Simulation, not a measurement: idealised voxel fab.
The process module presented herein is designated voxel trench capacitor.
This is section cut - it's 235 nm across, gridded in 5 nm square cells.
Each cross-section below is a grid of square cells, stated as bands in top-down order, with one or more rows of cells making up each band. It is stipulated that each band's entry specify, in nanometres, the height of the top of the band and then that of its bottom, followed by the materials of the band in left-to-right sequence, each together with its width in nanometres. A single material marked by the word "all across" is understood to fill the band from edge to edge; the word "empty" is understood to denote empty space. Height datum 0, below which the as-received substrate wafer is one material. Lowest band open at the bottom, running downward: "0..down". When a width is written as two numbers, as in "30..40", the first number is the width in the top row of cells of the band and the second is the width in its bottom row, and the width changes by the same amount from each row to the next. For the purposes of this document, the phrase "no alteration" attached to a step denotes that no cell within the cross-section was modified by that step. Basically, "Sealed-off cavities" tells you about the enclosed voids: empty spaces with no open way to the top, 8 cells or bigger, each written width x height at distance, where distance is from the left edge, all in nm. On a step's line, text after the settings is the simulator commenting on that step. overlay nm: mask right of planned place by this much (step with mask). Neg. = left.
### Process steps (planned)
1) RECEIVE [material Si]
2) CONFORMAL_DEP [material SiN] [thk nm 5]
3) MASKED_ETCH [tone open] [mask id TRENCH] [width nm 25] [pitch nm 55] [etch materials SiN] [depth nm 5] [overlay nm 0]
4) MASKED_ETCH [tone open] [mask id TRENCH] [width nm 25] [pitch nm 55] [etch materials Si] [depth nm 40] [overlay nm 0]
5) CONFORMAL_DEP [material Al2O3] [thk nm 5]
6) FILL_DEP [material polySi] [thk nm 10]
7) CMP [height nm 5]
### Wafer, first of two, run as planned
### Incoming wafer, cross-sectional view, post step 1
> 0..down: Si all across
> Sealed-off cavities: none
### after step 2
> 5..0: SiN all across
> Note: structure below 0 unchanged.
### after step 3
> 5..0: SiN 50 nm | empty 25 nm | SiN 30 nm | empty 25 nm | SiN 30 nm | empty 25 nm | SiN 50 nm
> Note: structure below 0 unchanged.
### after step 4
> 5..0: SiN 50 nm | empty 25 nm | SiN 30 nm | empty 25 nm | SiN 30 nm | empty 25 nm | SiN 50 nm
> 0..-40: Si 50 nm | empty 25 nm | Si 30 nm | empty 25 nm | Si 30 nm | empty 25 nm | Si 50 nm
> Note: structure below -40 unchanged.
### after step 5
> 10..5: Al2O3 55 nm | empty 15 nm | Al2O3 40 nm | empty 15 nm | Al2O3 40 nm | empty 15 nm | Al2O3 55 nm
> 5..0: SiN 50 nm | Al2O3 5 nm | empty 15 nm | Al2O3 5 nm | SiN 30 nm | Al2O3 5 nm | empty 15 nm | Al2O3 5 nm | SiN 30 nm | Al2O3 5 nm | empty 15 nm | Al2O3 5 nm | SiN 50 nm
> 0..-35: Si 50 nm | Al2O3 5 nm | empty 15 nm | Al2O3 5 nm | Si 30 nm | Al2O3 5 nm | empty 15 nm | Al2O3 5 nm | Si 30 nm | Al2O3 5 nm | empty 15 nm | Al2O3 5 nm | Si 50 nm
> -35..-40: Si 50 nm | Al2O3 25 nm | Si 30 nm | Al2O3 25 nm | Si 30 nm | Al2O3 25 nm | Si 50 nm
> Note: structure below -40 unchanged.
### after step 6
> 20..10: polySi all across
> 10..5: Al2O3 55 nm | polySi 15 nm | Al2O3 40 nm | polySi 15 nm | Al2O3 40 nm | polySi 15 nm | Al2O3 55 nm
> 5..0: SiN 50 nm | Al2O3 5 nm | polySi 15 nm | Al2O3 5 nm | SiN 30 nm | Al2O3 5 nm | polySi 15 nm | Al2O3 5 nm | SiN 30 nm | Al2O3 5 nm | polySi 15 nm | Al2O3 5 nm | SiN 50 nm
> 0..-35: Si 50 nm | Al2O3 5 nm | polySi 15 nm | Al2O3 5 nm | Si 30 nm | Al2O3 5 nm | polySi 15 nm | Al2O3 5 nm | Si 30 nm | Al2O3 5 nm | polySi 15 nm | Al2O3 5 nm | Si 50 nm
> Note: structure below -35 unchanged.
### after step 7
> 5..0: SiN 50 nm | Al2O3 5 nm | polySi 15 nm | Al2O3 5 nm | SiN 30 nm | Al2O3 5 nm | polySi 15 nm | Al2O3 5 nm | SiN 30 nm | Al2O3 5 nm | polySi 15 nm | Al2O3 5 nm | SiN 50 nm
> Note: structure below 0 unchanged.
### Wafer two. Identical start, identical plan. One mistake in execution. Identical history through step 2
### Cross-section of the second wafer corresponding to the planned conclusion of step 3
> 5..0: SiN 55 nm | empty 15 nm | SiN 40 nm | empty 15 nm | SiN 40 nm | empty 15 nm | SiN 55 nm
> Note: structure below 0 unchanged.
### Cross-section of the second wafer corresponding to the planned conclusion of step 4
> 5..0: SiN 55 nm | empty 15 nm | SiN 40 nm | empty 15 nm | SiN 40 nm | empty 15 nm | SiN 55 nm
> 0..-40: Si 55 nm | empty 15 nm | Si 40 nm | empty 15 nm | Si 40 nm | empty 15 nm | Si 55 nm
> Note: structure below -40 unchanged.
### Cross-section of the second wafer corresponding to the planned conclusion of step 5
> 10..5: Al2O3 60 nm | empty 5 nm | Al2O3 50 nm | empty 5 nm | Al2O3 50 nm | empty 5 nm | Al2O3 60 nm
> 5..0: SiN 55 nm | Al2O3 5 nm | empty 5 nm | Al2O3 5 nm | SiN 40 nm | Al2O3 5 nm | empty 5 nm | Al2O3 5 nm | SiN 40 nm | Al2O3 5 nm | empty 5 nm | Al2O3 5 nm | SiN 55 nm
> 0..-35: Si 55 nm | Al2O3 5 nm | empty 5 nm | Al2O3 5 nm | Si 40 nm | Al2O3 5 nm | empty 5 nm | Al2O3 5 nm | Si 40 nm | Al2O3 5 nm | empty 5 nm | Al2O3 5 nm | Si 55 nm
> -35..-40: Si 55 nm | Al2O3 15 nm | Si 40 nm | Al2O3 15 nm | Si 40 nm | Al2O3 15 nm | Si 55 nm
> Note: structure below -40 unchanged.
### Cross-section of the second wafer corresponding to the planned conclusion of step 6
> 20..10: polySi all across
> 10..5: Al2O3 60 nm | polySi 5 nm | Al2O3 50 nm | polySi 5 nm | Al2O3 50 nm | polySi 5 nm | Al2O3 60 nm
> 5..0: SiN 55 nm | Al2O3 5 nm | polySi 5 nm | Al2O3 5 nm | SiN 40 nm | Al2O3 5 nm | polySi 5 nm | Al2O3 5 nm | SiN 40 nm | Al2O3 5 nm | polySi 5 nm | Al2O3 5 nm | SiN 55 nm
> 0..-35: Si 55 nm | Al2O3 5 nm | polySi 5 nm | Al2O3 5 nm | Si 40 nm | Al2O3 5 nm | polySi 5 nm | Al2O3 5 nm | Si 40 nm | Al2O3 5 nm | polySi 5 nm | Al2O3 5 nm | Si 55 nm
> Note: structure below -35 unchanged.
### Cross-section of the second wafer corresponding to the planned conclusion of step 7
> 5..0: SiN 55 nm | Al2O3 5 nm | polySi 5 nm | Al2O3 5 nm | SiN 40 nm | Al2O3 5 nm | polySi 5 nm | Al2O3 5 nm | SiN 40 nm | Al2O3 5 nm | polySi 5 nm | Al2O3 5 nm | SiN 55 nm
> Note: structure below 0 unchanged.
What went wrong in running the wafer? step 3 deviated from plan and actually ran as MASKED_ETCH [tone open] [mask id TRENCH] [width nm 15] [pitch nm 55] [etch materials SiN] [depth nm 5] [overlay nm 0]
Final difference in cells, second wafer against first, listed per material as more or fewer: 6 fewer of Al2O3; 48 more of Si; 6 more of SiN; 48 fewer of polySi
